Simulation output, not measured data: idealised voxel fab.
The following process module bears the name voxel wiring stack.
Xsec cut, 165 nm wide, square cell size 5 nm.
In what follows, cross-sections appear as grids of square cells, described through bands that run from the top down, where every band is one or more rows of cells.
Top height, bottom height, nm. Materials left to right, width each, nm. Single material + "throughout" = fills band edge to edge. "blank" = empty.
Convention: height 0 is the level below which the wafer, as received, is all one material. The lowest band does not terminate at the bottom but continues downward, represented as "0..down".
With a width like "30..40", each row of cells in the band differs from the next by the same amount, the top row carrying the first number and the bottom row the second.
"nothing different" after a step means that no cell of the cross-section changed.
In the "Sealed voids" entry, you get each enclosed empty space of 8 cells or more, one with no open way to the top, written width x height at distance, distance from the left edge, in nm.
If you see something after the settings on a step's line, that's the simulator's own remark about that step.
What "overlay nm" on a step's line means: if the step has a mask, that mask lay this far to the right of its planned place, or, when the value is negative, to the left.
Pairs follow: section before one process step, section after it down to the lowest changed band, step with settings underneath. Pairs may come from different runs of this module on the same starting wafer; continuity with the pair above only as stated in the "Status quo ante" entry.
STATUS QUO ANTE
75..60  35 nm SiO2, then 20 nm blank, then 20 nm SiO2, then 15 nm blank, then 15 nm SiO2, then 20 nm blank, then 40 nm SiO2
60..55  40 nm SiO2, then 15 nm blank, then 20 nm SiO2, then 15 nm blank, then 20 nm SiO2, then 15 nm blank, then 40 nm SiO2
55..40  40 nm SiO2, then 10 nm blank, then 60 nm SiO2, then 10 nm blank, then 45 nm SiO2
40..35  SiCN throughout
35..15  35 nm lowk, then 5 nm TiN, then 10 nm Ru, then 5 nm TiN, then 15 nm lowk, then 5 nm TiN, then 10 nm Ru, then 5 nm TiN, then 15 nm lowk, then 5 nm TiN, then 10 nm Ru, then 5 nm TiN, then 40 nm lowk
15..10  35 nm SiCN, then 20 nm TiN, then 15 nm SiCN, then 20 nm TiN, then 15 nm SiCN, then 20 nm TiN, then 40 nm SiCN
10..0  SiO2 throughout
0..down  Si throughout
Sealed voids: none
RESULTANT CROSS-SECTION
75..60  35 nm SiO2, then 20 nm blank, then 20 nm SiO2, then 15 nm blank, then 15 nm SiO2, then 20 nm blank, then 40 nm SiO2
60..55  40 nm SiO2, then 15 nm blank, then 20 nm SiO2, then 15 nm blank, then 20 nm SiO2, then 15 nm blank, then 40 nm SiO2
55..40  40 nm SiO2, then 10 nm blank, then 60 nm SiO2, then 10 nm blank, then 45 nm SiO2
40..35  40 nm SiCN, then 10 nm blank, then 60 nm SiCN, then 10 nm blank, then 45 nm SiCN
Heights below 35 show no change.
Sealed voids: none
Which step turns the before cross-section above into the after cross-section? MASKED_ETCH with tone open, mask id METAL_2_HOLES, width nm 15, pitch nm 70, etch materials SiCN, depth nm 5, overlay nm 0
Status quo ante: refer to the pair immediately above; the cross-section shown after its step is the state before this one.
RESULTANT CROSS-SECTION
80..75  40 nm TiN, then 10 nm blank, then 30 nm TiN, then 5 nm blank, then 25 nm TiN, then 10 nm blank, then 45 nm TiN
75..65  35 nm SiO2, then 5 nm TiN, then 10 nm blank, then 5 nm TiN, then 20 nm SiO2, then 5 nm TiN, then 5 nm blank, then 5 nm TiN, then 15 nm SiO2, then 5 nm TiN, then 10 nm blank, then 5 nm TiN, then 40 nm SiO2
65..60  35 nm SiO2, then 10 nm TiN, then 5 nm blank, then 5 nm TiN, then 20 nm SiO2, then 5 nm TiN, then 5 nm blank, then 5 nm TiN, then 15 nm SiO2, then 10 nm TiN, then 5 nm blank, then 5 nm TiN, then 40 nm SiO2
60..55  40 nm SiO2, then 15 nm TiN, then 20 nm SiO2, then 15 nm TiN, then 20 nm SiO2, then 15 nm TiN, then 40 nm SiO2
55..40  40 nm SiO2, then 10 nm TiN, then 60 nm SiO2, then 10 nm TiN, then 45 nm SiO2
40..35  40 nm SiCN, then 10 nm TiN, then 60 nm SiCN, then 10 nm TiN, then 45 nm SiCN
Heights below 35 show no change.
Sealed voids: none
Which step turns the before cross-section above into the after cross-section? CONFORMAL_DEP with material TiN, thk nm 5
Status quo ante: refer to the pair immediately above; the cross-section shown after its step is the state before this one.
RESULTANT CROSS-SECTION
85..80  Cu throughout
80..75  40 nm TiN, then 10 nm Cu, then 30 nm TiN, then 5 nm Cu, then 25 nm TiN, then 10 nm Cu, then 45 nm TiN
75..65  35 nm SiO2, then 5 nm TiN, then 10 nm Cu, then 5 nm TiN, then 20 nm SiO2, then 5 nm TiN, then 5 nm Cu, then 5 nm TiN, then 15 nm SiO2, then 5 nm TiN, then 10 nm Cu, then 5 nm TiN, then 40 nm SiO2
65..60  35 nm SiO2, then 10 nm TiN, then 5 nm Cu, then 5 nm TiN, then 20 nm SiO2, then 5 nm TiN, then 5 nm Cu, then 5 nm TiN, then 15 nm SiO2, then 10 nm TiN, then 5 nm Cu, then 5 nm TiN, then 40 nm SiO2
Heights below 60 show no change.
Sealed voids: none
Which step turns the before cross-section above into the after cross-section? FILL_DEP with material Cu, thk nm 5
Status quo ante: refer to the pair immediately above; the cross-section shown after its step is the state before this one.
RESULTANT CROSS-SECTION
75..65  35 nm SiO2, then 5 nm TiN, then 10 nm Cu, then 5 nm TiN, then 20 nm SiO2, then 5 nm TiN, then 5 nm Cu, then 5 nm TiN, then 15 nm SiO2, then 5 nm TiN, then 10 nm Cu, then 5 nm TiN, then 40 nm SiO2
Heights below 65 show no change.
Sealed voids: none
Which step turns the before cross-section above into the after cross-section? CMP with height nm 75
Status quo ante: refer to the pair immediately above; the cross-section shown after its step is the state before this one.
RESULTANT CROSS-SECTION
80..75  SiCN throughout
Heights below 75 show no change.
Sealed voids: none
Which step turns the before cross-section above into the after cross-section? CONFORMAL_DEP with material SiCN, thk nm 5
STATUS QUO ANTE
75..40  SiO2 throughout
40..35  SiCN throughout
35..15  35 nm lowk, then 5 nm TiN, then 10 nm Ru, then 5 nm TiN, then 15 nm lowk, then 5 nm TiN, then 10 nm Ru, then 5 nm TiN, then 15 nm lowk, then 5 nm TiN, then 10 nm Ru, then 5 nm TiN, then 40 nm lowk
15..10  35 nm SiCN, then 20 nm TiN, then 15 nm SiCN, then 20 nm TiN, then 15 nm SiCN, then 20 nm TiN, then 40 nm SiCN
10..0  SiO2 throughout
0..down  Si throughout
Sealed voids: none
RESULTANT CROSS-SECTION
75..55  25 nm SiO2, then 20 nm blank, then 15 nm SiO2, then 20 nm blank, then 15 nm SiO2, then 20 nm blank, then 50 nm SiO2
Heights below 55 show no change.
Sealed voids: none
Which step turns the before cross-section above into the after cross-section? MASKED_ETCH with tone open, mask id METAL_2, width nm 20, pitch nm 35, etch materials SiO2, depth nm 20, overlay nm -10
Status quo ante: refer to the pair immediately above; the cross-section shown after its step is the state before this one.
RESULTANT CROSS-SECTION
75..60  25 nm SiO2, then 25 nm blank, then 10 nm SiO2, then 20 nm blank, then 15 nm SiO2, then 25 nm blank, then 45 nm SiO2
60..55  25 nm SiO2, then 20 nm blank, then 15 nm SiO2, then 20 nm blank, then 15 nm SiO2, then 20 nm blank, then 50 nm SiO2
55..40  35 nm SiO2, then 10 nm blank, then 60 nm SiO2, then 10 nm blank, then 50 nm SiO2
Heights below 40 show no change.
Sealed voids: none
Which step turns the before cross-section above into the after cross-section? MASKED_ETCH with tone open, mask id METAL_2_HOLES, width nm 15, pitch nm 70, etch materials SiO2, depth nm 15, overlay nm 0
Status quo ante: refer to the pair immediately above; the cross-section shown after its step is the state before this one.
RESULTANT CROSS-SECTION
75..60  25 nm SiO2, then 25 nm blank, then 10 nm SiO2, then 20 nm blank, then 15 nm SiO2, then 25 nm blank, then 45 nm SiO2
60..55  25 nm SiO2, then 20 nm blank, then 15 nm SiO2, then 20 nm blank, then 15 nm SiO2, then 20 nm blank, then 50 nm SiO2
55..40  35 nm SiO2, then 10 nm blank, then 60 nm SiO2, then 10 nm blank, then 50 nm SiO2
40..35  35 nm SiCN, then 10 nm blank, then 60 nm SiCN, then 10 nm blank, then 50 nm SiCN
Heights below 35 show no change.
Sealed voids: none
Which step turns the before cross-section above into the after cross-section? MASKED_ETCH with tone open, mask id METAL_2_HOLES, width nm 15, pitch nm 70, etch materials SiCN, depth nm 5, overlay nm 0
Status quo ante: refer to the pair immediately above; the cross-section shown after its step is the state before this one.
RESULTANT CROSS-SECTION
80..75  30 nm TiN, then 15 nm blank, then 20 nm TiN, then 10 nm blank, then 25 nm TiN, then 15 nm blank, then 50 nm TiN
75..65  25 nm SiO2, then 5 nm TiN, then 15 nm blank, then 5 nm TiN, then 10 nm SiO2, then 5 nm TiN, then 10 nm blank, then 5 nm TiN, then 15 nm SiO2, then 5 nm TiN, then 15 nm blank, then 5 nm TiN, then 45 nm SiO2
65..60  25 nm SiO2, then 5 nm TiN, then 10 nm blank, then 10 nm TiN, then 10 nm SiO2, then 5 nm TiN, then 10 nm blank, then 5 nm TiN, then 15 nm SiO2, then 5 nm TiN, then 10 nm blank, then 10 nm TiN, then 45 nm SiO2
60..55  25 nm SiO2, then 20 nm TiN, then 15 nm SiO2, then 20 nm TiN, then 15 nm SiO2, then 20 nm TiN, then 50 nm SiO2
55..40  35 nm SiO2, then 10 nm TiN, then 60 nm SiO2, then 10 nm TiN, then 50 nm SiO2
40..35  35 nm SiCN, then 10 nm TiN, then 60 nm SiCN, then 10 nm TiN, then 50 nm SiCN
Heights below 35 show no change.
Sealed voids: none
Which step turns the before cross-section above into the after cross-section? CONFORMAL_DEP with material TiN, thk nm 5
Status quo ante: refer to the pair immediately above; the cross-section shown after its step is the state before this one.
RESULTANT CROSS-SECTION
85..80  Cu throughout
80..75  30 nm TiN, then 15 nm Cu, then 20 nm TiN, then 10 nm Cu, then 25 nm TiN, then 15 nm Cu, then 50 nm TiN
75..65  25 nm SiO2, then 5 nm TiN, then 15 nm Cu, then 5 nm TiN, then 10 nm SiO2, then 5 nm TiN, then 10 nm Cu, then 5 nm TiN, then 15 nm SiO2, then 5 nm TiN, then 15 nm Cu, then 5 nm TiN, then 45 nm SiO2
65..60  25 nm SiO2, then 5 nm TiN, then 10 nm Cu, then 10 nm TiN, then 10 nm SiO2, then 5 nm TiN, then 10 nm Cu, then 5 nm TiN, then 15 nm SiO2, then 5 nm TiN, then 10 nm Cu, then 10 nm TiN, then 45 nm SiO2
Heights below 60 show no change.
Sealed voids: none
Which step turns the before cross-section above into the after cross-section? FILL_DEP with material Cu, thk nm 5
Status quo ante: refer to the pair immediately above; the cross-section shown after its step is the state before this one.
RESULTANT CROSS-SECTION
75..65  25 nm SiO2, then 5 nm TiN, then 15 nm Cu, then 5 nm TiN, then 10 nm SiO2, then 5 nm TiN, then 10 nm Cu, then 5 nm TiN, then 15 nm SiO2, then 5 nm TiN, then 15 nm Cu, then 5 nm TiN, then 45 nm SiO2
Heights below 65 show no change.
Sealed voids: none
Which step turns the before cross-section above into the after cross-section? CMP with height nm 75
Status quo ante: refer to the pair immediately above; the cross-section shown after its step is the state before this one.
RESULTANT CROSS-SECTION
80..75  SiCN throughout
Heights below 75 show no change.
Sealed voids: none
Which step turns the before cross-section above into the after cross-section? CONFORMAL_DEP with material SiCN, thk nm 5
STATUS QUO ANTE
40..35  40 nm TiN, then 10 nm blank, then 25 nm TiN, then 10 nm blank, then 25 nm TiN, then 10 nm blank, then 45 nm TiN
35..15  35 nm lowk, then 5 nm TiN, then 10 nm blank, then 5 nm TiN, then 15 nm lowk, then 5 nm TiN, then 10 nm blank, then 5 nm TiN, then 15 nm lowk, then 5 nm TiN, then 10 nm blank, then 5 nm TiN, then 40 nm lowk
15..10  35 nm SiCN, then 20 nm TiN, then 15 nm SiCN, then 20 nm TiN, then 15 nm SiCN, then 20 nm TiN, then 40 nm SiCN
10..0  SiO2 throughout
0..down  Si throughout
Sealed voids: none
RESULTANT CROSS-SECTION
50..40  Cu throughout
40..35  40 nm TiN, then 10 nm Cu, then 25 nm TiN, then 10 nm Cu, then 25 nm TiN, then 10 nm Cu, then 45 nm TiN
35..15  35 nm lowk, then 5 nm TiN, then 10 nm Cu, then 5 nm TiN, then 15 nm lowk, then 5 nm TiN, then 10 nm Cu, then 5 nm TiN, then 15 nm lowk, then 5 nm TiN, then 10 nm Cu, then 5 nm TiN, then 40 nm lowk
Heights below 15 show no change.
Sealed voids: none
Which step turns the before cross-section above into the after cross-section? FILL_DEP with material Cu, thk nm 10
Status quo ante: refer to the pair immediately above; the cross-section shown after its step is the state before this one.
RESULTANT CROSS-SECTION
35..15  35 nm lowk, then 5 nm TiN, then 10 nm Cu, then 5 nm TiN, then 15 nm lowk, then 5 nm TiN, then 10 nm Cu, then 5 nm TiN, then 15 nm lowk, then 5 nm TiN, then 10 nm Cu, then 5 nm TiN, then 40 nm lowk
Heights below 15 show no change.
Sealed voids: none
Which step turns the before cross-section above into the after cross-section? CMP with height nm 35
Status quo ante: refer to the pair immediately above; the cross-section shown after its step is the state before this one.
RESULTANT CROSS-SECTION
40..35  SiCN throughout
Heights below 35 show no change.
Sealed voids: none
Which step turns the before cross-section above into the after cross-section? CONFORMAL_DEP with material SiCN, thk nm 5
Status quo ante: refer to the pair immediately above; the cross-section shown after its step is the state before this one.
RESULTANT CROSS-SECTION
75..40  SiO2 throughout
Heights below 40 show no change.
Sealed voids: none
Which step turns the before cross-section above into the after cross-section? DIRECTIONAL_DEP with material SiO2, thk nm 35
Status quo ante: refer to the pair immediately above; the cross-section shown after its step is the state before this one.
RESULTANT CROSS-SECTION
75..55  35 nm SiO2, then 20 nm blank, then 15 nm SiO2, then 20 nm blank, then 15 nm SiO2, then 20 nm blank, then 40 nm SiO2
Heights below 55 show no change.
Sealed voids: none
Which step turns the before cross-section above into the after cross-section? MASKED_ETCH with tone open, mask id METAL_2, width nm 20, pitch nm 35, etch materials SiO2, depth nm 20, overlay nm 0
Status quo ante: refer to the pair immediately above; the cross-section shown after its step is the state before this one.
RESULTANT CROSS-SECTION
75..55  35 nm SiO2, then 20 nm blank, then 15 nm SiO2, then 20 nm blank, then 15 nm SiO2, then 20 nm blank, then 40 nm SiO2
55..40  35 nm SiO2, then 15 nm blank, then 55 nm SiO2, then 15 nm blank, then 45 nm SiO2
Heights below 40 show no change.
Sealed voids: none
Which step turns the before cross-section above into the after cross-section? MASKED_ETCH with tone open, mask id METAL_2_HOLES, width nm 15, pitch nm 70, etch materials SiO2, depth nm 15, overlay nm 0
Status quo ante: refer to the pair immediately above; the cross-section shown after its step is the state before this one.
RESULTANT CROSS-SECTION
75..55  35 nm SiO2, then 20 nm blank, then 15 nm SiO2, then 20 nm blank, then 15 nm SiO2, then 20 nm blank, then 40 nm SiO2
55..40  35 nm SiO2, then 15 nm blank, then 55 nm SiO2, then 15 nm blank, then 45 nm SiO2
40..35  35 nm SiCN, then 15 nm blank, then 55 nm SiCN, then 15 nm blank, then 45 nm SiCN
Heights below 35 show no change.
Sealed voids: none
Which step turns the before cross-section above into the after cross-section? MASKED_ETCH with tone open, mask id METAL_2_HOLES, width nm 15, pitch nm 70, etch materials SiCN, depth nm 5, overlay nm 0
Status quo ante: refer to the pair immediately above; the cross-section shown after its step is the state before this one.
RESULTANT CROSS-SECTION
80..75  40 nm TiN, then 10 nm blank, then 25 nm TiN, then 10 nm blank, then 25 nm TiN, then 10 nm blank, then 45 nm TiN
75..60  35 nm SiO2, then 5 nm TiN, then 10 nm blank, then 5 nm TiN, then 15 nm SiO2, then 5 nm TiN, then 10 nm blank, then 5 nm TiN, then 15 nm SiO2, then 5 nm TiN, then 10 nm blank, then 5 nm TiN, then 40 nm SiO2
60..55  35 nm SiO2, then 5 nm TiN, then 5 nm blank, then 10 nm TiN, then 15 nm SiO2, then 20 nm TiN, then 15 nm SiO2, then 5 nm TiN, then 5 nm blank, then 10 nm TiN, then 40 nm SiO2
55..40  35 nm SiO2, then 5 nm TiN, then 5 nm blank, then 5 nm TiN, then 55 nm SiO2, then 5 nm TiN, then 5 nm blank, then 5 nm TiN, then 45 nm SiO2
40..35  35 nm SiCN, then 15 nm TiN, then 55 nm SiCN, then 15 nm TiN, then 45 nm SiCN
Heights below 35 show no change.
Sealed voids: none
Which step turns the before cross-section above into the after cross-section? CONFORMAL_DEP with material TiN, thk nm 5
Status quo ante: refer to the pair immediately above; the cross-section shown after its step is the state before this one.
RESULTANT CROSS-SECTION
85..80  Cu throughout
80..75  40 nm TiN, then 10 nm Cu, then 25 nm TiN, then 10 nm Cu, then 25 nm TiN, then 10 nm Cu, then 45 nm TiN
75..60  35 nm SiO2, then 5 nm TiN, then 10 nm Cu, then 5 nm TiN, then 15 nm SiO2, then 5 nm TiN, then 10 nm Cu, then 5 nm TiN, then 15 nm SiO2, then 5 nm TiN, then 10 nm Cu, then 5 nm TiN, then 40 nm SiO2
60..55  35 nm SiO2, then 5 nm TiN, then 5 nm Cu, then 10 nm TiN, then 15 nm SiO2, then 20 nm TiN, then 15 nm SiO2, then 5 nm TiN, then 5 nm Cu, then 10 nm TiN, then 40 nm SiO2
55..40  35 nm SiO2, then 5 nm TiN, then 5 nm Cu, then 5 nm TiN, then 55 nm SiO2, then 5 nm TiN, then 5 nm Cu, then 5 nm TiN, then 45 nm SiO2
Heights below 40 show no change.
Sealed voids: none
Which step turns the before cross-section above into the after cross-section? FILL_DEP with material Cu, thk nm 5
Status quo ante: refer to the pair immediately above; the cross-section shown after its step is the state before this one.
RESULTANT CROSS-SECTION
75..60  35 nm SiO2, then 5 nm TiN, then 10 nm Cu, then 5 nm TiN, then 15 nm SiO2, then 5 nm TiN, then 10 nm Cu, then 5 nm TiN, then 15 nm SiO2, then 5 nm TiN, then 10 nm Cu, then 5 nm TiN, then 40 nm SiO2
Heights below 60 show no change.
Sealed voids: none
Which step turns the before cross-section above into the after cross-section? CMP with height nm 75
Status quo ante: refer to the pair immediately above; the cross-section shown after its step is the state before this one.
RESULTANT CROSS-SECTION
80..75  SiCN throughout
Heights below 75 show no change.
Sealed voids: none
Which step turns the before cross-section above into the after cross-section? CONFORMAL_DEP with material SiCN, thk nm 5
STATUS QUO ANTE
35..15  lowk throughout
15..10  SiCN throughout
10..0  SiO2 throughout
0..down  Si throughout
Sealed voids: none
RESULTANT CROSS-SECTION
35..15  35 nm blank, then 20 nm lowk, then 15 nm blank, then 20 nm lowk, then 15 nm blank, then 20 nm lowk, then 40 nm blank
Heights below 15 show no change.
Sealed voids: none
Which step turns the before cross-section above into the after cross-section? MASKED_ETCH with tone cover, mask id METAL_1, width nm 20, pitch nm 35, etch materials lowk, depth nm 20, overlay nm 0
Status quo ante: refer to the pair immediately above; the cross-section shown after its step is the state before this one.
RESULTANT CROSS-SECTION
40..35  30 nm blank, then 30 nm TiN, then 5 nm blank, then 30 nm TiN, then 5 nm blank, then 30 nm TiN, then 35 nm blank
35..20  30 nm blank, then 5 nm TiN, then 20 nm lowk, then 5 nm TiN, then 5 nm blank, then 5 nm TiN, then 20 nm lowk, then 5 nm TiN, then 5 nm blank, then 5 nm TiN, then 20 nm lowk, then 5 nm TiN, then 35 nm blank
20..15  35 nm TiN, then 20 nm lowk, then 15 nm TiN, then 20 nm lowk, then 15 nm TiN, then 20 nm lowk, then 40 nm TiN
Heights below 15 show no change.
Sealed voids: none
Which step turns the before cross-section above into the after cross-section? CONFORMAL_DEP with material TiN, thk nm 5
Status quo ante: refer to the pair immediately above; the cross-section shown after its step is the state before this one.
RESULTANT CROSS-SECTION
50..40  Ru throughout
40..35  30 nm Ru, then 30 nm TiN, then 5 nm Ru, then 30 nm TiN, then 5 nm Ru, then 30 nm TiN, then 35 nm Ru
35..20  30 nm Ru, then 5 nm TiN, then 20 nm lowk, then 5 nm TiN, then 5 nm Ru, then 5 nm TiN, then 20 nm lowk, then 5 nm TiN, then 5 nm Ru, then 5 nm TiN, then 20 nm lowk, then 5 nm TiN, then 35 nm Ru
Heights below 20 show no change.
Sealed voids: none
Which step turns the before cross-section above into the after cross-section? FILL_DEP with material Ru, thk nm 10
Status quo ante: refer to the pair immediately above; the cross-section shown after its step is the state before this one.
RESULTANT CROSS-SECTION
35..20  30 nm Ru, then 5 nm TiN, then 20 nm lowk, then 5 nm TiN, then 5 nm Ru, then 5 nm TiN, then 20 nm lowk, then 5 nm TiN, then 5 nm Ru, then 5 nm TiN, then 20 nm lowk, then 5 nm TiN, then 35 nm Ru
Heights below 20 show no change.
Sealed voids: none
Which step turns the before cross-section above into the after cross-section? CMP with height nm 35
Status quo ante: refer to the pair immediately above; the cross-section shown after its step is the state before this one.
RESULTANT CROSS-SECTION
40..35  SiCN throughout
Heights below 35 show no change.
Sealed voids: none
Which step turns the before cross-section above into the after cross-section? CONFORMAL_DEP with material SiCN, thk nm 5
Status quo ante: refer to the pair immediately above; the cross-section shown after its step is the state before this one.
RESULTANT CROSS-SECTION
75..40  SiO2 throughout
Heights below 40 show no change.
Sealed voids: none
Which step turns the before cross-section above into the after cross-section? DIRECTIONAL_DEP with material SiO2, thk nm 35
Status quo ante: refer to the pair immediately above; the cross-section shown after its step is the state before this one.
RESULTANT CROSS-SECTION
75..55  35 nm SiO2, then 20 nm blank, then 15 nm SiO2, then 20 nm blank, then 15 nm SiO2, then 20 nm blank, then 40 nm SiO2
Heights below 55 show no change.
Sealed voids: none
Which step turns the before cross-section above into the after cross-section? MASKED_ETCH with tone open, mask id METAL_2, width nm 20, pitch nm 35, etch materials SiO2, depth nm 20, overlay nm 0
Status quo ante: refer to the pair immediately above; the cross-section shown after its step is the state before this one.
RESULTANT CROSS-SECTION
75..55  35 nm SiO2, then 20 nm blank, then 15 nm SiO2, then 20 nm blank, then 15 nm SiO2, then 20 nm blank, then 40 nm SiO2
55..40  35 nm SiO2, then 15 nm blank, then 55 nm SiO2, then 15 nm blank, then 45 nm SiO2
Heights below 40 show no change.
Sealed voids: none
Which step turns the before cross-section above into the after cross-section? MASKED_ETCH with tone open, mask id METAL_2_HOLES, width nm 15, pitch nm 70, etch materials SiO2, depth nm 15, overlay nm 0
Status quo ante: refer to the pair immediately above; the cross-section shown after its step is the state before this one.
RESULTANT CROSS-SECTION
75..55  35 nm SiO2, then 20 nm blank, then 15 nm SiO2, then 20 nm blank, then 15 nm SiO2, then 20 nm blank, then 40 nm SiO2
55..40  35 nm SiO2, then 15 nm blank, then 55 nm SiO2, then 15 nm blank, then 45 nm SiO2
40..35  35 nm SiCN, then 15 nm blank, then 55 nm SiCN, then 15 nm blank, then 45 nm SiCN
Heights below 35 show no change.
Sealed voids: none
Which step turns the before cross-section above into the after cross-section? MASKED_ETCH with tone open, mask id METAL_2_HOLES, width nm 15, pitch nm 70, etch materials SiCN, depth nm 5, overlay nm 0
Status quo ante: refer to the pair immediately above; the cross-section shown after its step is the state before this one.
RESULTANT CROSS-SECTION
80..75  40 nm TiN, then 10 nm blank, then 25 nm TiN, then 10 nm blank, then 25 nm TiN, then 10 nm blank, then 45 nm TiN
75..60  35 nm SiO2, then 5 nm TiN, then 10 nm blank, then 5 nm TiN, then 15 nm SiO2, then 5 nm TiN, then 10 nm blank, then 5 nm TiN, then 15 nm SiO2, then 5 nm TiN, then 10 nm blank, then 5 nm TiN, then 40 nm SiO2
60..55  35 nm SiO2, then 5 nm TiN, then 5 nm blank, then 10 nm TiN, then 15 nm SiO2, then 20 nm TiN, then 15 nm SiO2, then 5 nm TiN, then 5 nm blank, then 10 nm TiN, then 40 nm SiO2
55..40  35 nm SiO2, then 5 nm TiN, then 5 nm blank, then 5 nm TiN, then 55 nm SiO2, then 5 nm TiN, then 5 nm blank, then 5 nm TiN, then 45 nm SiO2
40..35  35 nm SiCN, then 15 nm TiN, then 55 nm SiCN, then 15 nm TiN, then 45 nm SiCN
Heights below 35 show no change.
Sealed voids: none
Which step turns the before cross-section above into the after cross-section? CONFORMAL_DEP with material TiN, thk nm 5
Status quo ante: refer to the pair immediately above; the cross-section shown after its step is the state before this one.
RESULTANT CROSS-SECTION
85..80  Cu throughout
80..75  40 nm TiN, then 10 nm Cu, then 25 nm TiN, then 10 nm Cu, then 25 nm TiN, then 10 nm Cu, then 45 nm TiN
75..60  35 nm SiO2, then 5 nm TiN, then 10 nm Cu, then 5 nm TiN, then 15 nm SiO2, then 5 nm TiN, then 10 nm Cu, then 5 nm TiN, then 15 nm SiO2, then 5 nm TiN, then 10 nm Cu, then 5 nm TiN, then 40 nm SiO2
60..55  35 nm SiO2, then 5 nm TiN, then 5 nm Cu, then 10 nm TiN, then 15 nm SiO2, then 20 nm TiN, then 15 nm SiO2, then 5 nm TiN, then 5 nm Cu, then 10 nm TiN, then 40 nm SiO2
55..40  35 nm SiO2, then 5 nm TiN, then 5 nm Cu, then 5 nm TiN, then 55 nm SiO2, then 5 nm TiN, then 5 nm Cu, then 5 nm TiN, then 45 nm SiO2
Heights below 40 show no change.
Sealed voids: none
Which step turns the before cross-section above into the after cross-section? FILL_DEP with material Cu, thk nm 5
Status quo ante: refer to the pair immediately above; the cross-section shown after its step is the state before this one.
RESULTANT CROSS-SECTION
75..60  35 nm SiO2, then 5 nm TiN, then 10 nm Cu, then 5 nm TiN, then 15 nm SiO2, then 5 nm TiN, then 10 nm Cu, then 5 nm TiN, then 15 nm SiO2, then 5 nm TiN, then 10 nm Cu, then 5 nm TiN, then 40 nm SiO2
Heights below 60 show no change.
Sealed voids: none
Which step turns the before cross-section above into the after cross-section? CMP with height nm 75
Status quo ante: refer to the pair immediately above; the cross-section shown after its step is the state before this one.
RESULTANT CROSS-SECTION
80..75  SiCN throughout
Heights below 75 show no change.
Sealed voids: none
Which step turns the before cross-section above into the after cross-section? CONFORMAL_DEP with material SiCN, thk nm 5
